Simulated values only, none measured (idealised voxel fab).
process module | voxel trench capacitor
cross-section cut | 165 nm wide | cells 5 nm
A cross-section is a grid of square cells, given in bands from the top down. A band is one or more rows of cells.
Each band's line starts with the height of the band's top and of its bottom, in nm. Then come its materials from left to right, each with its width in nm. One material with "throughout" fills the band from edge to edge. "air" is empty space.
Height 0 is the level under which the wafer as received is all one material. The lowest band goes on downwards, as in "0 down".
A width such as "30 to 40" changes by the same amount from each row of cells to the next, from the band's top row to its bottom row.
"no change" after a step means that no cell of the cross-section changed.
closed voids: empty space of 8 cells or more with no open way to the top, each as width x height at its distance from the left edge, in nm
after a step's settings: what the simulator itself notes on the step
overlay nm, on a step with a mask: how far to the right of its planned place the mask lay; to the left if negative
plan
1 op RECEIVE | material Si
2 op CONFORMAL_DEP | material SiN | thk nm 10
3 op MASKED_ETCH | tone open | mask id TRENCH | width nm 30 | pitch nm 60 | etch materials SiN | depth nm 10 | overlay nm 0
4 op MASKED_ETCH | tone open | mask id TRENCH | width nm 30 | pitch nm 60 | etch materials Si | depth nm 35 | overlay nm 0
5 op CONFORMAL_DEP | material Al2O3 | thk nm 5
6 op CONFORMAL_DEP | material TiN | thk nm 5
7 op FILL_DEP | material W | thk nm 10
8 op CMP | height nm 10
as received, after step 1
  0 down: Si throughout
  closed voids: none
first wafer at the end, as planned
  10 to 0: SiN 35 | Al2O3 5 | TiN 5 | W 10 | TiN 5 | Al2O3 5 | SiN 30 | Al2O3 5 | TiN 5 | W 10 | TiN 5 | Al2O3 5 | SiN 40
  0 to -25: Si 35 | Al2O3 5 | TiN 5 | W 10 | TiN 5 | Al2O3 5 | Si 30 | Al2O3 5 | TiN 5 | W 10 | TiN 5 | Al2O3 5 | Si 40
  -25 to -30: Si 35 | Al2O3 5 | TiN 20 | Al2O3 5 | Si 30 | Al2O3 5 | TiN 20 | Al2O3 5 | Si 40
  -30 to -35: Si 35 | Al2O3 30 | Si 30 | Al2O3 30 | Si 40
  -35 down: Si throughout
  closed voids: none
second wafer at the end: like start, like plan, one mistake
  10 to 0: SiN 35 | TiN 5 | Al2O3 5 | W 10 | Al2O3 5 | TiN 5 | SiN 30 | TiN 5 | Al2O3 5 | W 10 | Al2O3 5 | TiN 5 | SiN 40
  0 to -25: Si 35 | TiN 5 | Al2O3 5 | W 10 | Al2O3 5 | TiN 5 | Si 30 | TiN 5 | Al2O3 5 | W 10 | Al2O3 5 | TiN 5 | Si 40
  -25 to -30: Si 35 | TiN 5 | Al2O3 20 | TiN 5 | Si 30 | TiN 5 | Al2O3 20 | TiN 5 | Si 40
  -30 to -35: Si 35 | TiN 30 | Si 30 | TiN 30 | Si 40
  -35 down: Si throughout
  closed voids: none
what went wrong: steps 5 and 6 were swapped
at the end the second wafer has, in cells: 8 fewer of Al2O3 | 8 more of TiN
